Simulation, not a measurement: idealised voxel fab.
Process module name: voxel spacer lines
Displayed cross-section: cut, width of 210 nm, square cells sized 5 nm.
How to read a cross-section here: the picture is a grid of square cells, written as bands going from the top down, and any band can span one or more rows of cells.
In this notation a band is specified by the heights of its top and bottom, in that order and in nm, after which its materials appear from left to right, each paired with its width in nm. The word "full width" attached to a single material means that material fills the band from edge to edge; the word "blank" stands for empty space.
Heights from 0 (as-received wafer is one material below). Bottom band endless downward, as "0..down".
Top row gets the first number, bottom row gets the second, and each row in between changes by the same step: that is how a band width like "30..40" works.
"same as before" -> step changed no cross-section cell.
For the entry "Sealed voids", the listed items are empty spaces with no open way to the top whose size is 8 cells or more; each item follows the pattern width x height at distance, where distance is from the left edge and all three are in nm.
Read whatever lies past the settings on a step's line as the simulator's own remark about the step.
Among the settings permitted on a step's line is "overlay nm"; applied to a step with a mask, it specifies the extent to which the mask lay to the right of its planned position, whereas a negative figure signifies a position to the left.
Set out below are the planned steps of the process:
1 RECEIVE with material Si
2 CONFORMAL_DEP with material Al2O3, thk nm 10
3 DIRECTIONAL_DEP with material W, thk nm 10
4 DIRECTIONAL_DEP with material aC, thk nm 20
5 PATTERN with tone cover, mask id MANDREL, material resist, width nm 15, pitch nm 50, thk nm 25, overlay nm 0
6 DIRECTIONAL_ETCH with etch materials aC, depth nm 20
7 STRIP with etch materials resist
8 CONFORMAL_DEP with material SiO2, thk nm 10
9 DIRECTIONAL_ETCH with etch materials SiO2, depth nm 10
10 STRIP with etch materials aC
11 DIRECTIONAL_ETCH with etch materials W, depth nm 10
12 STRIP with etch materials SiO2
The value of width nm given for step 5 in the plan refers to the first wafer; the wafers vary in this setting and are alike at the start.
As-received cross-section, first of several wafers, post step 1:
- 0..down: Si full width
- Sealed voids: none
wafer rows; end of module; cells per material since receipt: (+) gained, (-) lost; then closed voids:
width nm 15, +84 Al2O3, +16 W, Sealed voids: none
width nm 20, +84 Al2O3, +16 W, Sealed voids: none
width nm 25, +84 Al2O3, +16 W, Sealed voids: none
width nm 30, +84 Al2O3, +16 W, Sealed voids: none
